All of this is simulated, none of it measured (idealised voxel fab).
process module | voxel released beams
cross-section cut | 290 nm wide | cells 5 nm
A cross-section is a grid of square cells, given in bands from the top down. A band is one or more rows of cells.
Each band's line starts with the height of the band's top and of its bottom, in nm. Then come its materials from left to right, each with its width in nm. One material with "throughout" fills the band from edge to edge. "air" is empty space.
Height 0 is the level under which the wafer as received is all one material. The lowest band goes on downwards, as in "0 down".
A width such as "30 to 40" changes by the same amount from each row of cells to the next, from the band's top row to its bottom row.
"no change" after a step means that no cell of the cross-section changed.
closed voids: empty space of 8 cells or more with no open way to the top, each as width x height at its distance from the left edge, in nm
after a step's settings: what the simulator itself notes on the step
overlay nm, on a step with a mask: how far to the right of its planned place the mask lay; to the left if negative
plan
1 op RECEIVE | material Si
2 op CONFORMAL_DEP | material SiN | thk nm 10
3 op DIRECTIONAL_DEP | material SiO2 | thk nm 10
4 op MASKED_ETCH | tone open | mask id ANCHOR | width nm 45 | etch materials SiO2 | depth nm 10 | overlay nm 0
5 op CONFORMAL_DEP | material polySi | thk nm 15
6 op MASKED_ETCH | tone cover | mask id BEAM | width nm 90 | etch materials polySi | depth nm 15 | overlay nm 0
7 op STRIP | etch materials SiO2
as received, after step 1
  0 down: Si throughout
  closed voids: none
a wafer at the end: this start, this plan, one mistake
  35 to 20: air 95 | polySi 90 | air 105
  20 to 10: polySi throughout
  10 to 0: SiN throughout
  0 down: Si throughout
  closed voids: none
what went wrong: step 3 ran as: op DIRECTIONAL_DEP | material polySi | thk nm 10
